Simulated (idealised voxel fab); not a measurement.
This section sets out a process module, namely voxel double patterning.
We display cut, a cross-section 255 nm in width whose square cells are each 5 nm.
Square cells in a grid make up a cross-section in this document, and the grid is given as bands, listed from the top down, each one or more rows of cells.
Top height, bottom height, nm. Materials left to right, width each, nm. Single material + "everywhere" = fills band edge to edge. "blank" = empty.
Height 0 is the level under which the wafer as received is all one material. The lowest band goes on downwards, as in "top 0, no bottom".
Width spec "30..40" -> top row of cells at first value, bottom row at second value, equal per-row change in between.
It should be understood that the words "changes: none", when stated for a given step, signify that the cross-section underwent no change in any of its cells during that step.
Entry "Sealed void list". Content: empty spaces with no open connection to the top, size 8 cells or greater. Each: width x height at distance. Distance: from left edge. Unit: nm.
On a step's line, text after the settings is the simulator commenting on that step.
"overlay nm", when on a step's line for a step with a mask, measures how far to the right of its planned place the mask lay; a negative measure means to the left.
The remainder of this document consists of a sequence of paired cross-sections. Each pair presents the cross-section prior to one process step together with the cross-section following it, the latter being rendered only as deep as the lowest band that underwent change. The intervening step, together with its settings, is stated beneath each pair. Because the pairs may originate from different runs of this module on the same starting wafer, a given pair is to be read as continuing from the preceding pair only where its entry headed "Status quo ante" so indicates.

STATUS QUO ANTE
  top 0, no bottom  Si everywhere
  Sealed void list: none

AFTER THE STEP
  top 10, bottom 0  SiO2 everywhere
  Under the height 0 nothing was changed.
  Sealed void list: none
Process step bridging the above cross-sections: CONFORMAL_DEP (material SiO2; thk nm 10)

Status quo ante: after-step cross-section of the pair just above applies.

AFTER THE STEP
  top 25, bottom 10  polySi everywhere
  Under the height 10 nothing was changed.
  Sealed void list: none
Process step bridging the above cross-sections: DIRECTIONAL_DEP (material polySi; thk nm 15)

Status quo ante: after-step cross-section of the pair just above applies.

AFTER THE STEP
  top 30, bottom 25  SiCN everywhere
  Under the height 25 nothing was changed.
  Sealed void list: none
Process step bridging the above cross-sections: DIRECTIONAL_DEP (material SiCN; thk nm 5)

Status quo ante: after-step cross-section of the pair just above applies.

AFTER THE STEP
  top 45, bottom 30  aC everywhere
  Under the height 30 nothing was changed.
  Sealed void list: none
Process step bridging the above cross-sections: DIRECTIONAL_DEP (material aC; thk nm 15)

Status quo ante: after-step cross-section of the pair just above applies.

AFTER THE STEP
  top 75, bottom 45  resist (70) / blank (15) / resist (35) / blank (15) / resist (35) / blank (15) / resist (70)
  Under the height 45 nothing was changed.
  Sealed void list: none
Process step bridging the above cross-sections: PATTERN (tone open; mask id FIRST; material resist; width nm 15; pitch nm 50; thk nm 30; overlay nm 0)

Status quo ante: after-step cross-section of the pair just above applies.

AFTER THE STEP
  top 60, bottom 45  resist (70) / blank (15) / resist (35) / blank (15) / resist (35) / blank (15) / resist (70)
  top 45, bottom 30  aC (70) / blank (15) / aC (35) / blank (15) / aC (35) / blank (15) / aC (70)
  Under the height 30 nothing was changed.
  Sealed void list: none
Process step bridging the above cross-sections: DIRECTIONAL_ETCH (etch materials aC; depth nm 15)

Status quo ante: after-step cross-section of the pair just above applies.

AFTER THE STEP
  top 45, bottom 30  aC (70) / blank (15) / aC (35) / blank (15) / aC (35) / blank (15) / aC (70)
  Under the height 30 nothing was changed.
  Sealed void list: none
Process step bridging the above cross-sections: STRIP (etch materials resist)

Status quo ante: after-step cross-section of the pair just above applies.

AFTER THE STEP
  top 45, bottom 30  aC (70) / blank (15) / aC (35) / blank (15) / aC (35) / blank (15) / aC (70)
  top 30, bottom 25  SiCN (70) / blank (15) / SiCN (35) / blank (15) / SiCN (35) / blank (15) / SiCN (70)
  Under the height 25 nothing was changed.
  Sealed void list: none
Process step bridging the above cross-sections: DIRECTIONAL_ETCH (etch materials SiCN; depth nm 5)

Status quo ante: after-step cross-section of the pair just above applies.

AFTER THE STEP
  top 30, bottom 25  SiCN (70) / blank (15) / SiCN (35) / blank (15) / SiCN (35) / blank (15) / SiCN (70)
  Under the height 25 nothing was changed.
  Sealed void list: none
Process step bridging the above cross-sections: STRIP (etch materials aC)

Status quo ante: after-step cross-section of the pair just above applies.

AFTER THE STEP
  top 30, bottom 25  SiCN (70) / blank (15) / SiCN (10) / blank (15) / SiCN (10) / blank (15) / SiCN (10) / blank (15) / SiCN (10) / blank (15) / SiCN (70)
  Under the height 25 nothing was changed.
  Sealed void list: none
Process step bridging the above cross-sections: MASKED_ETCH (tone open; mask id SECOND; width nm 15; pitch nm 50; etch materials SiCN; depth nm 5; overlay nm 0)

Status quo ante: after-step cross-section of the pair just above applies.

AFTER THE STEP
  top 30, bottom 25  SiCN (70) / blank (15) / SiCN (10) / blank (15) / SiCN (10) / blank (15) / SiCN (10) / blank (15) / SiCN (10) / blank (15) / SiCN (70)
  top 25, bottom 10  polySi (70) / blank (15) / polySi (10) / blank (15) / polySi (10) / blank (15) / polySi (10) / blank (15) / polySi (10) / blank (15) / polySi (70)
  Under the height 10 nothing was changed.
  Sealed void list: none
Process step bridging the above cross-sections: DIRECTIONAL_ETCH (etch materials polySi; depth nm 15)

Status quo ante: after-step cross-section of the pair just above applies.

AFTER THE STEP
  top 25, bottom 10  polySi (70) / blank (15) / polySi (10) / blank (15) / polySi (10) / blank (15) / polySi (10) / blank (15) / polySi (10) / blank (15) / polySi (70)
  Under the height 10 nothing was changed.
  Sealed void list: none
Process step bridging the above cross-sections: STRIP (etch materials SiCN)

STATUS QUO ANTE
  top 0, no bottom  Si everywhere
  Sealed void list: none

AFTER THE STEP
  top 15, bottom 0  polySi everywhere
  Under the height 0 nothing was changed.
  Sealed void list: none
Process step bridging the above cross-sections: DIRECTIONAL_DEP (material polySi; thk nm 15)

Status quo ante: after-step cross-section of the pair just above applies.

AFTER THE STEP
  top 20, bottom 15  SiCN everywhere
  Under the height 15 nothing was changed.
  Sealed void list: none
Process step bridging the above cross-sections: DIRECTIONAL_DEP (material SiCN; thk nm 5)

Status quo ante: after-step cross-section of the pair just above applies.

AFTER THE STEP
  top 35, bottom 20  aC everywhere
  Under the height 20 nothing was changed.
  Sealed void list: none
Process step bridging the above cross-sections: DIRECTIONAL_DEP (material aC; thk nm 15)

Status quo ante: after-step cross-section of the pair just above applies.

AFTER THE STEP
  top 65, bottom 35  resist (70) / blank (15) / resist (35) / blank (15) / resist (35) / blank (15) / resist (70)
  Under the height 35 nothing was changed.
  Sealed void list: none
Process step bridging the above cross-sections: PATTERN (tone open; mask id FIRST; material resist; width nm 15; pitch nm 50; thk nm 30; overlay nm 0)

Status quo ante: after-step cross-section of the pair just above applies.

AFTER THE STEP
  top 50, bottom 35  resist (70) / blank (15) / resist (35) / blank (15) / resist (35) / blank (15) / resist (70)
  top 35, bottom 20  aC (70) / blank (15) / aC (35) / blank (15) / aC (35) / blank (15) / aC (70)
  Under the height 20 nothing was changed.
  Sealed void list: none
Process step bridging the above cross-sections: DIRECTIONAL_ETCH (etch materials aC; depth nm 15)

Status quo ante: after-step cross-section of the pair just above applies.

AFTER THE STEP
  top 35, bottom 20  aC (70) / blank (15) / aC (35) / blank (15) / aC (35) / blank (15) / aC (70)
  Under the height 20 nothing was changed.
  Sealed void list: none
Process step bridging the above cross-sections: STRIP (etch materials resist)

Status quo ante: after-step cross-section of the pair just above applies.

AFTER THE STEP
  top 35, bottom 20  aC (70) / blank (15) / aC (35) / blank (15) / aC (35) / blank (15) / aC (70)
  top 20, bottom 15  SiCN (70) / blank (15) / SiCN (35) / blank (15) / SiCN (35) / blank (15) / SiCN (70)
  Under the height 15 nothing was changed.
  Sealed void list: none
Process step bridging the above cross-sections: DIRECTIONAL_ETCH (etch materials SiCN; depth nm 5)

Status quo ante: after-step cross-section of the pair just above applies.

AFTER THE STEP
  top 20, bottom 15  SiCN (70) / blank (15) / SiCN (35) / blank (15) / SiCN (35) / blank (15) / SiCN (70)
  Under the height 15 nothing was changed.
  Sealed void list: none
Process step bridging the above cross-sections: STRIP (etch materials aC)

Status quo ante: after-step cross-section of the pair just above applies.

AFTER THE STEP
  top 20, bottom 15  SiCN (70) / blank (15) / SiCN (10) / blank (15) / SiCN (10) / blank (15) / SiCN (10) / blank (15) / SiCN (10) / blank (15) / SiCN (70)
  Under the height 15 nothing was changed.
  Sealed void list: none
Process step bridging the above cross-sections: MASKED_ETCH (tone open; mask id SECOND; width nm 15; pitch nm 50; etch materials SiCN; depth nm 5; overlay nm 0)

Status quo ante: after-step cross-section of the pair just above applies.

AFTER THE STEP
  top 20, bottom 15  SiCN (70) / blank (15) / SiCN (10) / blank (15) / SiCN (10) / blank (15) / SiCN (10) / blank (15) / SiCN (10) / blank (15) / SiCN (70)
  top 15, bottom 0  polySi (70) / blank (15) / polySi (10) / blank (15) / polySi (10) / blank (15) / polySi (10) / blank (15) / polySi (10) / blank (15) / polySi (70)
  Under the height 0 nothing was changed.
  Sealed void list: none
Process step bridging the above cross-sections: DIRECTIONAL_ETCH (etch materials polySi; depth nm 15)

Status quo ante: after-step cross-section of the pair just above applies.

AFTER THE STEP
  top 15, bottom 0  polySi (70) / blank (15) / polySi (10) / blank (15) / polySi (10) / blank (15) / polySi (10) / blank (15) / polySi (10) / blank (15) / polySi (70)
  Under the height 0 nothing was changed.
  Sealed void list: none
Process step bridging the above cross-sections: STRIP (etch materials SiCN)

STATUS QUO ANTE
  top 25, bottom 10  polySi everywhere
  top 10, bottom 0  SiO2 everywhere
  top 0, no bottom  Si everywhere
  Sealed void list: none

AFTER THE STEP
  top 40, bottom 10  polySi everywhere
  Under the height 10 nothing was changed.
  Sealed void list: none
Process step bridging the above cross-sections: DIRECTIONAL_DEP (material polySi; thk nm 15)

Status quo ante: after-step cross-section of the pair just above applies.

AFTER THE STEP
  top 45, bottom 40  SiCN everywhere
  Under the height 40 nothing was changed.
  Sealed void list: none
Process step bridging the above cross-sections: DIRECTIONAL_DEP (material SiCN; thk nm 5)

Status quo ante: after-step cross-section of the pair just above applies.

AFTER THE STEP
  top 60, bottom 45  aC everywhere
  Under the height 45 nothing was changed.
  Sealed void list: none
Process step bridging the above cross-sections: DIRECTIONAL_DEP (material aC; thk nm 15)

Status quo ante: after-step cross-section of the pair just above applies.

AFTER THE STEP
  top 90, bottom 60  resist (70) / blank (15) / resist (35) / blank (15) / resist (35) / blank (15) / resist (70)
  Under the height 60 nothing was changed.
  Sealed void list: none
Process step bridging the above cross-sections: PATTERN (tone open; mask id FIRST; material resist; width nm 15; pitch nm 50; thk nm 30; overlay nm 0)

Status quo ante: after-step cross-section of the pair just above applies.

AFTER THE STEP
  top 75, bottom 60  resist (70) / blank (15) / resist (35) / blank (15) / resist (35) / blank (15) / resist (70)
  top 60, bottom 45  aC (70) / blank (15) / aC (35) / blank (15) / aC (35) / blank (15) / aC (70)
  Under the height 45 nothing was changed.
  Sealed void list: none
Process step bridging the above cross-sections: DIRECTIONAL_ETCH (etch materials aC; depth nm 15)

Status quo ante: after-step cross-section of the pair just above applies.

AFTER THE STEP
  top 60, bottom 45  aC (70) / blank (15) / aC (35) / blank (15) / aC (35) / blank (15) / aC (70)
  Under the height 45 nothing was changed.
  Sealed void list: none
Process step bridging the above cross-sections: STRIP (etch materials resist)

Status quo ante: after-step cross-section of the pair just above applies.

AFTER THE STEP
  top 60, bottom 45  aC (70) / blank (15) / aC (35) / blank (15) / aC (35) / blank (15) / aC (70)
  top 45, bottom 40  SiCN (70) / blank (15) / SiCN (35) / blank (15) / SiCN (35) / blank (15) / SiCN (70)
  Under the height 40 nothing was changed.
  Sealed void list: none
Process step bridging the above cross-sections: DIRECTIONAL_ETCH (etch materials SiCN; depth nm 5)

Status quo ante: after-step cross-section of the pair just above applies.

AFTER THE STEP
  top 45, bottom 40  SiCN (70) / blank (15) / SiCN (35) / blank (15) / SiCN (35) / blank (15) / SiCN (70)
  Under the height 40 nothing was changed.
  Sealed void list: none
Process step bridging the above cross-sections: STRIP (etch materials aC)

Status quo ante: after-step cross-section of the pair just above applies.

AFTER THE STEP
  top 45, bottom 40  SiCN (70) / blank (15) / SiCN (10) / blank (15) / SiCN (10) / blank (15) / SiCN (10) / blank (15) / SiCN (10) / blank (15) / SiCN (70)
  Under the height 40 nothing was changed.
  Sealed void list: none
Process step bridging the above cross-sections: MASKED_ETCH (tone open; mask id SECOND; width nm 15; pitch nm 50; etch materials SiCN; depth nm 5; overlay nm 0)

Status quo ante: after-step cross-section of the pair just above applies.

AFTER THE STEP
  top 45, bottom 40  SiCN (70) / blank (15) / SiCN (10) / blank (15) / SiCN (10) / blank (15) / SiCN (10) / blank (15) / SiCN (10) / blank (15) / SiCN (70)
  top 40, bottom 25  polySi (70) / blank (15) / polySi (10) / blank (15) / polySi (10) / blank (15) / polySi (10) / blank (15) / polySi (10) / blank (15) / polySi (70)
  Under the height 25 nothing was changed.
  Sealed void list: none
Process step bridging the above cross-sections: DIRECTIONAL_ETCH (etch materials polySi; depth nm 15)

Status quo ante: after-step cross-section of the pair just above applies.

AFTER THE STEP
  top 40, bottom 25  polySi (70) / blank (15) / polySi (10) / blank (15) / polySi (10) / blank (15) / polySi (10) / blank (15) / polySi (10) / blank (15) / polySi (70)
  Under the height 25 nothing was changed.
  Sealed void list: none
Process step bridging the above cross-sections: STRIP (etch materials SiCN)

STATUS QUO ANTE
  top 15, bottom 0  polySi everywhere
  top 0, no bottom  Si everywhere
  Sealed void list: none

AFTER THE STEP
  top 25, bottom 15  SiO2 everywhere
  Under the height 15 nothing was changed.
  Sealed void list: none
Process step bridging the above cross-sections: CONFORMAL_DEP (material SiO2; thk nm 10)

Status quo ante: after-step cross-section of the pair just above applies.

AFTER THE STEP
  top 30, bottom 25  SiCN everywhere
  Under the height 25 nothing was changed.
  Sealed void list: none
Process step bridging the above cross-sections: DIRECTIONAL_DEP (material SiCN; thk nm 5)

Status quo ante: after-step cross-section of the pair just above applies.

AFTER THE STEP
  top 45, bottom 30  aC everywhere
  Under the height 30 nothing was changed.
  Sealed void list: none
Process step bridging the above cross-sections: DIRECTIONAL_DEP (material aC; thk nm 15)

Status quo ante: after-step cross-section of the pair just above applies.

AFTER THE STEP
  top 75, bottom 45  resist (70) / blank (15) / resist (35) / blank (15) / resist (35) / blank (15) / resist (70)
  Under the height 45 nothing was changed.
  Sealed void list: none
Process step bridging the above cross-sections: PATTERN (tone open; mask id FIRST; material resist; width nm 15; pitch nm 50; thk nm 30; overlay nm 0)

Status quo ante: after-step cross-section of the pair just above applies.

AFTER THE STEP
  top 60, bottom 45  resist (70) / blank (15) / resist (35) / blank (15) / resist (35) / blank (15) / resist (70)
  top 45, bottom 30  aC (70) / blank (15) / aC (35) / blank (15) / aC (35) / blank (15) / aC (70)
  Under the height 30 nothing was changed.
  Sealed void list: none
Process step bridging the above cross-sections: DIRECTIONAL_ETCH (etch materials aC; depth nm 15)

Status quo ante: after-step cross-section of the pair just above applies.

AFTER THE STEP
  top 45, bottom 30  aC (70) / blank (15) / aC (35) / blank (15) / aC (35) / blank (15) / aC (70)
  Under the height 30 nothing was changed.
  Sealed void list: none
Process step bridging the above cross-sections: STRIP (etch materials resist)

Status quo ante: after-step cross-section of the pair just above applies.

AFTER THE STEP
  top 45, bottom 30  aC (70) / blank (15) / aC (35) / blank (15) / aC (35) / blank (15) / aC (70)
  top 30, bottom 25  SiCN (70) / blank (15) / SiCN (35) / blank (15) / SiCN (35) / blank (15) / SiCN (70)
  Under the height 25 nothing was changed.
  Sealed void list: none
Process step bridging the above cross-sections: DIRECTIONAL_ETCH (etch materials SiCN; depth nm 5)

Status quo ante: after-step cross-section of the pair just above applies.

AFTER THE STEP
  top 30, bottom 25  SiCN (70) / blank (15) / SiCN (35) / blank (15) / SiCN (35) / blank (15) / SiCN (70)
  Under the height 25 nothing was changed.
  Sealed void list: none
Process step bridging the above cross-sections: STRIP (etch materials aC)

Status quo ante: after-step cross-section of the pair just above applies.

AFTER THE STEP
  top 30, bottom 25  SiCN (70) / blank (15) / SiCN (10) / blank (15) / SiCN (10) / blank (15) / SiCN (10) / blank (15) / SiCN (10) / blank (15) / SiCN (70)
  Under the height 25 nothing was changed.
  Sealed void list: none
Process step bridging the above cross-sections: MASKED_ETCH (tone open; mask id SECOND; width nm 15; pitch nm 50; etch materials SiCN; depth nm 5; overlay nm 0)

Status quo ante: after-step cross-section of the pair just above applies.

AFTER THE STEP
  top 25, bottom 15  SiO2 everywhere
  Under the height 15 nothing was changed.
  Sealed void list: none
Process step bridging the above cross-sections: STRIP (etch materials SiCN)

STATUS QUO ANTE
  top 10, bottom 0  SiO2 everywhere
  top 0, no bottom  Si everywhere
  Sealed void list: none

AFTER THE STEP
  top 15, bottom 10  polySi everywhere
  Under the height 10 nothing was changed.
  Sealed void list: none
Process step bridging the above cross-sections: DIRECTIONAL_DEP (material polySi; thk nm 5)

Status quo ante: after-step cross-section of the pair just above applies.

AFTER THE STEP
  top 20, bottom 15  SiCN everywhere
  Under the height 15 nothing was changed.
  Sealed void list: none
Process step bridging the above cross-sections: DIRECTIONAL_DEP (material SiCN; thk nm 5)

Status quo ante: after-step cross-section of the pair just above applies.

AFTER THE STEP
  top 35, bottom 20  aC everywhere
  Under the height 20 nothing was changed.
  Sealed void list: none
Process step bridging the above cross-sections: DIRECTIONAL_DEP (material aC; thk nm 15)

Status quo ante: after-step cross-section of the pair just above applies.

AFTER THE STEP
  top 65, bottom 35  resist (70) / blank (15) / resist (35) / blank (15) / resist (35) / blank (15) / resist (70)
  Under the height 35 nothing was changed.
  Sealed void list: none
Process step bridging the above cross-sections: PATTERN (tone open; mask id FIRST; material resist; width nm 15; pitch nm 50; thk nm 30; overlay nm 0)

Status quo ante: after-step cross-section of the pair just above applies.

AFTER THE STEP
  top 50, bottom 35  resist (70) / blank (15) / resist (35) / blank (15) / resist (35) / blank (15) / resist (70)
  top 35, bottom 20  aC (70) / blank (15) / aC (35) / blank (15) / aC (35) / blank (15) / aC (70)
  Under the height 20 nothing was changed.
  Sealed void list: none
Process step bridging the above cross-sections: DIRECTIONAL_ETCH (etch materials aC; depth nm 15)

Status quo ante: after-step cross-section of the pair just above applies.

AFTER THE STEP
  top 35, bottom 20  aC (70) / blank (15) / aC (35) / blank (15) / aC (35) / blank (15) / aC (70)
  Under the height 20 nothing was changed.
  Sealed void list: none
Process step bridging the above cross-sections: STRIP (etch materials resist)

Status quo ante: after-step cross-section of the pair just above applies.

AFTER THE STEP
  top 35, bottom 20  aC (70) / blank (15) / aC (35) / blank (15) / aC (35) / blank (15) / aC (70)
  top 20, bottom 15  SiCN (70) / blank (15) / SiCN (35) / blank (15) / SiCN (35) / blank (15) / SiCN (70)
  Under the height 15 nothing was changed.
  Sealed void list: none
Process step bridging the above cross-sections: DIRECTIONAL_ETCH (etch materials SiCN; depth nm 5)

Status quo ante: after-step cross-section of the pair just above applies.

AFTER THE STEP
  top 20, bottom 15  SiCN (70) / blank (15) / SiCN (35) / blank (15) / SiCN (35) / blank (15) / SiCN (70)
  Under the height 15 nothing was changed.
  Sealed void list: none
Process step bridging the above cross-sections: STRIP (etch materials aC)

Status quo ante: after-step cross-section of the pair just above applies.

AFTER THE STEP
  top 20, bottom 15  SiCN (70) / blank (15) / SiCN (10) / blank (15) / SiCN (10) / blank (15) / SiCN (10) / blank (15) / SiCN (10) / blank (15) / SiCN (70)
  Under the height 15 nothing was changed.
  Sealed void list: none
Process step bridging the above cross-sections: MASKED_ETCH (tone open; mask id SECOND; width nm 15; pitch nm 50; etch materials SiCN; depth nm 5; overlay nm 0)

Status quo ante: after-step cross-section of the pair just above applies.

AFTER THE STEP
  top 20, bottom 15  SiCN (70) / blank (15) / SiCN (10) / blank (15) / SiCN (10) / blank (15) / SiCN (10) / blank (15) / SiCN (10) / blank (15) / SiCN (70)
  top 15, bottom 10  polySi (70) / blank (15) / polySi (10) / blank (15) / polySi (10) / blank (15) / polySi (10) / blank (15) / polySi (10) / blank (15) / polySi (70)
  Under the height 10 nothing was changed.
  Sealed void list: none
Process step bridging the above cross-sections: DIRECTIONAL_ETCH (etch materials polySi; depth nm 15)

Status quo ante: after-step cross-section of the pair just above applies.

AFTER THE STEP
  top 15, bottom 10  polySi (70) / blank (15) / polySi (10) / blank (15) / polySi (10) / blank (15) / polySi (10) / blank (15) / polySi (10) / blank (15) / polySi (70)
  Under the height 10 nothing was changed.
  Sealed void list: none
Process step bridging the above cross-sections: STRIP (etch materials SiCN)

STATUS QUO ANTE
  top 45, bottom 30  aC everywhere
  top 30, bottom 25  SiCN everywhere
  top 25, bottom 10  polySi everywhere
  top 10, bottom 0  SiO2 everywhere
  top 0, no bottom  Si everywhere
  Sealed void list: none

AFTER THE STEP
  top 75, bottom 45  resist (70) / blank (20) / resist (30) / blank (20) / resist (30) / blank (20) / resist (65)
  Under the height 45 nothing was changed.
  Sealed void list: none
Process step bridging the above cross-sections: PATTERN (tone open; mask id FIRST; material resist; width nm 20; pitch nm 50; thk nm 30; overlay nm 0)

Status quo ante: after-step cross-section of the pair just above applies.

AFTER THE STEP
  top 60, bottom 45  resist (70) / blank (20) / resist (30) / blank (20) / resist (30) / blank (20) / resist (65)
  top 45, bottom 30  aC (70) / blank (20) / aC (30) / blank (20) / aC (30) / blank (20) / aC (65)
  Under the height 30 nothing was changed.
  Sealed void list: none
Process step bridging the above cross-sections: DIRECTIONAL_ETCH (etch materials aC; depth nm 15)

Status quo ante: after-step cross-section of the pair just above applies.

AFTER THE STEP
  top 45, bottom 30  aC (70) / blank (20) / aC (30) / blank (20) / aC (30) / blank (20) / aC (65)
  Under the height 30 nothing was changed.
  Sealed void list: none
Process step bridging the above cross-sections: STRIP (etch materials resist)

Status quo ante: after-step cross-section of the pair just above applies.

AFTER THE STEP
  top 45, bottom 30  aC (70) / blank (20) / aC (30) / blank (20) / aC (30) / blank (20) / aC (65)
  top 30, bottom 25  SiCN (70) / blank (20) / SiCN (30) / blank (20) / SiCN (30) / blank (20) / SiCN (65)
  Under the height 25 nothing was changed.
  Sealed void list: none
Process step bridging the above cross-sections: DIRECTIONAL_ETCH (etch materials SiCN; depth nm 5)

Status quo ante: after-step cross-section of the pair just above applies.

AFTER THE STEP
  top 30, bottom 25  SiCN (70) / blank (20) / SiCN (30) / blank (20) / SiCN (30) / blank (20) / SiCN (65)
  Under the height 25 nothing was changed.
  Sealed void list: none
Process step bridging the above cross-sections: STRIP (etch materials aC)

Status quo ante: after-step cross-section of the pair just above applies.

AFTER THE STEP
  top 30, bottom 25  SiCN (70) / blank (20) / SiCN (5) / blank (15) / SiCN (10) / blank (20) / SiCN (5) / blank (15) / SiCN (10) / blank (20) / SiCN (65)
  Under the height 25 nothing was changed.
  Sealed void list: none
Process step bridging the above cross-sections: MASKED_ETCH (tone open; mask id SECOND; width nm 15; pitch nm 50; etch materials SiCN; depth nm 5; overlay nm 0)

Status quo ante: after-step cross-section of the pair just above applies.

AFTER THE STEP
  top 30, bottom 25  SiCN (70) / blank (20) / SiCN (5) / blank (15) / SiCN (10) / blank (20) / SiCN (5) / blank (15) / SiCN (10) / blank (20) / SiCN (65)
  top 25, bottom 10  polySi (70) / blank (20) / polySi (5) / blank (15) / polySi (10) / blank (20) / polySi (5) / blank (15) / polySi (10) / blank (20) / polySi (65)
  Under the height 10 nothing was changed.
  Sealed void list: none
Process step bridging the above cross-sections: DIRECTIONAL_ETCH (etch materials polySi; depth nm 15)

Status quo ante: after-step cross-section of the pair just above applies.

AFTER THE STEP
  top 25, bottom 10  polySi (70) / blank (20) / polySi (5) / blank (15) / polySi (10) / blank (20) / polySi (5) / blank (15) / polySi (10) / blank (20) / polySi (65)
  Under the height 10 nothing was changed.
  Sealed void list: none
Process step bridging the above cross-sections: STRIP (etch materials SiCN)

STATUS QUO ANTE
  top 45, bottom 30  aC everywhere
  top 30, bottom 25  SiCN everywhere
  top 25, bottom 10  polySi everywhere
  top 10, bottom 0  SiO2 everywhere
  top 0, no bottom  Si everywhere
  Sealed void list: none

AFTER THE STEP
  top 75, bottom 45  resist (60) / blank (15) / resist (35) / blank (15) / resist (35) / blank (15) / resist (80)
  Under the height 45 nothing was changed.
  Sealed void list: none
Process step bridging the above cross-sections: PATTERN (tone open; mask id FIRST; material resist; width nm 15; pitch nm 50; thk nm 30; overlay nm -10)

Status quo ante: after-step cross-section of the pair just above applies.

AFTER THE STEP
  top 60, bottom 45  resist (60) / blank (15) / resist (35) / blank (15) / resist (35) / blank (15) / resist (80)
  top 45, bottom 30  aC (60) / blank (15) / aC (35) / blank (15) / aC (35) / blank (15) / aC (80)
  Under the height 30 nothing was changed.
  Sealed void list: none
Process step bridging the above cross-sections: DIRECTIONAL_ETCH (etch materials aC; depth nm 15)

Status quo ante: after-step cross-section of the pair just above applies.

AFTER THE STEP
  top 45, bottom 30  aC (60) / blank (15) / aC (35) / blank (15) / aC (35) / blank (15) / aC (80)
  Under the height 30 nothing was changed.
  Sealed void list: none
Process step bridging the above cross-sections: STRIP (etch materials resist)

Status quo ante: after-step cross-section of the pair just above applies.

AFTER THE STEP
  top 45, bottom 30  aC (60) / blank (15) / aC (35) / blank (15) / aC (35) / blank (15) / aC (80)
  top 30, bottom 25  SiCN (60) / blank (15) / SiCN (35) / blank (15) / SiCN (35) / blank (15) / SiCN (80)
  Under the height 25 nothing was changed.
  Sealed void list: none
Process step bridging the above cross-sections: DIRECTIONAL_ETCH (etch materials SiCN; depth nm 5)

Status quo ante: after-step cross-section of the pair just above applies.

AFTER THE STEP
  top 30, bottom 25  SiCN (60) / blank (15) / SiCN (35) / blank (15) / SiCN (35) / blank (15) / SiCN (80)
  Under the height 25 nothing was changed.
  Sealed void list: none
Process step bridging the above cross-sections: STRIP (etch materials aC)

Status quo ante: after-step cross-section of the pair just above applies.

AFTER THE STEP
  top 30, bottom 25  SiCN (60) / blank (15) / SiCN (20) / blank (30) / SiCN (20) / blank (30) / SiCN (80)
  Under the height 25 nothing was changed.
  Sealed void list: none
Process step bridging the above cross-sections: MASKED_ETCH (tone open; mask id SECOND; width nm 15; pitch nm 50; etch materials SiCN; depth nm 5; overlay nm 0)

Status quo ante: after-step cross-section of the pair just above applies.

AFTER THE STEP
  top 30, bottom 25  SiCN (60) / blank (15) / SiCN (20) / blank (30) / SiCN (20) / blank (30) / SiCN (80)
  top 25, bottom 10  polySi (60) / blank (15) / polySi (20) / blank (30) / polySi (20) / blank (30) / polySi (80)
  Under the height 10 nothing was changed.
  Sealed void list: none
Process step bridging the above cross-sections: DIRECTIONAL_ETCH (etch materials polySi; depth nm 15)

Status quo ante: after-step cross-section of the pair just above applies.

AFTER THE STEP
  top 25, bottom 10  polySi (60) / blank (15) / polySi (20) / blank (30) / polySi (20) / blank (30) / polySi (80)
  Under the height 10 nothing was changed.
  Sealed void list: none
Process step bridging the above cross-sections: STRIP (etch materials SiCN)

STATUS QUO ANTE
  top 25, bottom 10  polySi everywhere
  top 10, bottom 0  SiO2 everywhere
  top 0, no bottom  Si everywhere
  Sealed void list: none

AFTER THE STEP
  top 30, bottom 25  SiO2 everywhere
  Under the height 25 nothing was changed.
  Sealed void list: none
Process step bridging the above cross-sections: DIRECTIONAL_DEP (material SiO2; thk nm 5)

Status quo ante: after-step cross-section of the pair just above applies.

AFTER THE STEP
  top 45, bottom 30  aC everywhere
  Under the height 30 nothing was changed.
  Sealed void list: none
Process step bridging the above cross-sections: DIRECTIONAL_DEP (material aC; thk nm 15)

Status quo ante: after-step cross-section of the pair just above applies.

AFTER THE STEP
  top 75, bottom 45  resist (70) / blank (15) / resist (35) / blank (15) / resist (35) / blank (15) / resist (70)
  Under the height 45 nothing was changed.
  Sealed void list: none
Process step bridging the above cross-sections: PATTERN (tone open; mask id FIRST; material resist; width nm 15; pitch nm 50; thk nm 30; overlay nm 0)

Status quo ante: after-step cross-section of the pair just above applies.

AFTER THE STEP
  top 60, bottom 45  resist (70) / blank (15) / resist (35) / blank (15) / resist (35) / blank (15) / resist (70)
  top 45, bottom 30  aC (70) / blank (15) / aC (35) / blank (15) / aC (35) / blank (15) / aC (70)
  Under the height 30 nothing was changed.
  Sealed void list: none
Process step bridging the above cross-sections: DIRECTIONAL_ETCH (etch materials aC; depth nm 15)

Status quo ante: after-step cross-section of the pair just above applies.

AFTER THE STEP
  top 45, bottom 30  aC (70) / blank (15) / aC (35) / blank (15) / aC (35) / blank (15) / aC (70)
  Under the height 30 nothing was changed.
  Sealed void list: none
Process step bridging the above cross-sections: STRIP (etch materials resist)

Status quo ante: after-step cross-section of the pair just above applies.

AFTER THE STEP
  top 30, bottom 25  SiO2 everywhere
  Under the height 25 nothing was changed.
  Sealed void list: none
Process step bridging the above cross-sections: STRIP (etch materials aC)

STATUS QUO ANTE
  top 45, bottom 30  aC everywhere
  top 30, bottom 25  SiCN everywhere
  top 25, bottom 10  polySi everywhere
  top 10, bottom 0  SiO2 everywhere
  top 0, no bottom  Si everywhere
  Sealed void list: none

AFTER THE STEP
  top 75, bottom 45  blank (70) / resist (15) / blank (35) / resist (15) / blank (35) / resist (15) / blank (70)
  Under the height 45 nothing was changed.
  Sealed void list: none
Process step bridging the above cross-sections: PATTERN (tone cover; mask id FIRST; material resist; width nm 15; pitch nm 50; thk nm 30; overlay nm 0)

Status quo ante: after-step cross-section of the pair just above applies.

AFTER THE STEP
  top 60, bottom 45  blank (70) / resist (15) / blank (35) / resist (15) / blank (35) / resist (15) / blank (70)
  top 45, bottom 30  blank (70) / aC (15) / blank (35) / aC (15) / blank (35) / aC (15) / blank (70)
  Under the height 30 nothing was changed.
  Sealed void list: none
Process step bridging the above cross-sections: DIRECTIONAL_ETCH (etch materials aC; depth nm 15)

Status quo ante: after-step cross-section of the pair just above applies.

AFTER THE STEP
  top 45, bottom 30  blank (70) / aC (15) / blank (35) / aC (15) / blank (35) / aC (15) / blank (70)
  Under the height 30 nothing was changed.
  Sealed void list: none
Process step bridging the above cross-sections: STRIP (etch materials resist)

Status quo ante: after-step cross-section of the pair just above applies.

AFTER THE STEP
  top 45, bottom 30  blank (70) / aC (15) / blank (35) / aC (15) / blank (35) / aC (15) / blank (70)
  top 30, bottom 25  blank (70) / SiCN (15) / blank (35) / SiCN (15) / blank (35) / SiCN (15) / blank (70)
  Under the height 25 nothing was changed.
  Sealed void list: none
Process step bridging the above cross-sections: DIRECTIONAL_ETCH (etch materials SiCN; depth nm 5)
